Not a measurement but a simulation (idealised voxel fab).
Documented hereafter: the process module known as voxel lift off.
Cross-section cut: width 250 nm, square cells of 5 nm.
For the purposes of this document, a cross-section shall be understood as a grid of square cells, specified as bands listed in top-to-bottom order, each band consisting of one or more rows of cells.
First you get the band's top height and its bottom height, in nm, and then the materials it's made of, left to right, with each width in nm. If you see a single material with "edge to edge", that one covers the band edge to edge. "empty" is empty space.
The level at which height equals 0 is the one under which the wafer, as it arrives, is entirely one material. No lower edge exists for the bottom band, which continues downward and is notated as in "0 down".
Per-row width for "30 to 40": begins at first number (top row of band), ends at second number (bottom row), increment between rows held constant.
When a step is marked "all unchanged", none of the cells in the cross-section changed during that step.
"Tabulated closed voids" - sealed voids, min. 8 cells, no opening to top; format: width x height at distance (distance from left edge; nm throughout).
Post-settings text on a step line: simulator's own remark regarding the step.
overlay nm: for a step with a mask, the amount by which the mask lay right of where it was planned; a negative amount means left of it.

-- Listed below are the process steps as planned
| 1 | RECEIVE | material Si |
| 2 | CONFORMAL_DEP | material SiN | thk nm 15 |
| 3 | PATTERN | tone open | mask id LINES | material resist | width nm 20 | pitch nm 50 | thk nm 20 | overlay nm 0 |
| 4 | DIRECTIONAL_DEP | material Ru | thk nm 10 |
| 5 | STRIP | etch materials resist |
| 6 | CONFORMAL_DEP | material SiCN | thk nm 5 |

-- This is the cross-section of the wafer as we received it, i.e. after step 1
  0 down  Si edge to edge
  Tabulated closed voids: none

-- Sectioned view, first of two wafers, at the close of the module, processed as intended in the plan
  30 to 25  empty 85 nm, then SiCN 30 nm, then empty 20 nm, then SiCN 30 nm, then empty 85 nm
  25 to 20  empty 85 nm, then SiCN 5 nm, then Ru 20 nm, then SiCN 5 nm, then empty 20 nm, then SiCN 5 nm, then Ru 20 nm, then SiCN 5 nm, then empty 85 nm
  20 to 15  SiCN 90 nm, then Ru 20 nm, then SiCN 30 nm, then Ru 20 nm, then SiCN 90 nm
  15 to 0  SiN edge to edge
  0 down  Si edge to edge
  Tabulated closed voids: none

-- Wafer two, end of module, cross-section. Same start, same plan as wafer one. One mistake in the run
  30 to 25  SiCN 95 nm, then empty 10 nm, then SiCN 40 nm, then empty 10 nm, then SiCN 95 nm
  25 to 20  Ru 90 nm, then SiCN 5 nm, then empty 10 nm, then SiCN 5 nm, then Ru 30 nm, then SiCN 5 nm, then empty 10 nm, then SiCN 5 nm, then Ru 90 nm
  20 to 15  Ru 90 nm, then SiCN 20 nm, then Ru 30 nm, then SiCN 20 nm, then Ru 90 nm
  15 to 0  SiN edge to edge
  0 down  Si edge to edge
  Tabulated closed voids: none
what went wrong: step 3 was processed under conditions differing from the plan, specifically as PATTERN | tone cover | mask id LINES | material resist | width nm 20 | pitch nm 50 | thk nm 20 | overlay nm 0
FYI, end of process, the second wafer has more or fewer cells of some materials than the first: Ru: 68 more
